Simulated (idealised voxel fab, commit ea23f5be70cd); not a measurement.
process module | voxel ribs on slabs
Shown is cross-section cut, with a width of 295 nm and square cells of size 5 nm.
If you're reading a cross-section in this doc, picture square cells in a grid; it comes to you as bands, top ones listed first down to the bottom, and a band can be one or more rows of cells.
First you get the band's top height and its bottom height, in nm, and then the materials it's made of, left to right, with each width in nm. If you see a single material with "all across", that one covers the band edge to edge. "empty" is empty space.
Height datum 0, below which the as-received substrate wafer is one material. Lowest band open at the bottom, running downward: "0..down".
Think of "30->40" as a width that walks from the first number to the second as you go down the band, top row to bottom row, taking equal-sized steps from row to row.
Where the words "no alterations made" appear for a step, the cross-section shows no cell changed by that step; every cell remained as before.
Empty spaces without an open route to the top, at least 8 cells in extent, make up the entry "Catalogued sealed voids"; each is given as width x height at distance, where the distance is measured from the left edge, and all are in nm.
Note: text after step settings on the step line = simulator remark on that step.
overlay nm: how far to the right of its planned place the mask lay on this masked step (negative: to the left).
[Set out below are the planned steps of the process]
1) RECEIVE [material Si]
2) DIRECTIONAL_DEP [material SiO2] [thk nm 30]
3) DIRECTIONAL_DEP [material SiN] [thk nm 15]
4) PATTERN [tone cover] [mask id RIB] [material resist] [width nm 15] [thk nm 20] [overlay nm 0]
5) DIRECTIONAL_ETCH [etch materials SiN] [depth nm 10]
6) STRIP [etch materials resist]
7) MASKED_ETCH [tone cover] [mask id SLAB] [width nm 75] [etch materials SiN] [depth nm 5] [overlay nm 0]
8) FILL_DEP [material SiO2] [thk nm 25]
9) CMP [height nm 65]
10) DIRECTIONAL_DEP [material W] [thk nm 10]
11) DIRECTIONAL_DEP [material aC] [thk nm 15]
12) PATTERN [tone cover] [mask id HEATER] [material resist] [width nm 25] [thk nm 35] [overlay nm 0]
13) DIRECTIONAL_ETCH [etch materials aC] [depth nm 15]
14) STRIP [etch materials resist]
15) DIRECTIONAL_ETCH [etch materials W] [depth nm 10]
16) STRIP [etch materials aC]
17) CONFORMAL_DEP [material SiO2] [thk nm 5]
[Wafer cross-section on receipt, i.e. after step 1]
	0..down  Si all across
	Catalogued sealed voids: none
[Figure: cross-sectional view of the wafer upon completion of the module, processed from the initial state and according to the plan depicted above, with one error introduced during execution]
	80..75  empty=130, SiO2=35, empty=130
	75..70  empty=130, SiO2=5, W=25, SiO2=5, empty=130
	70..65  SiO2=135, W=25, SiO2=135
	65..45  SiO2 all across
	45..35  SiO2=140, SiN=20, SiO2=135
	35..30  SiO2=110, SiN=75, SiO2=110
	30..0  SiO2 all across
	0..down  Si all across
	Catalogued sealed voids: none
The plan and the run diverged here: step 4 was processed under conditions differing from the plan, specifically as PATTERN [tone cover] [mask id RIB] [material resist] [width nm 20] [thk nm 20] [overlay nm 0]
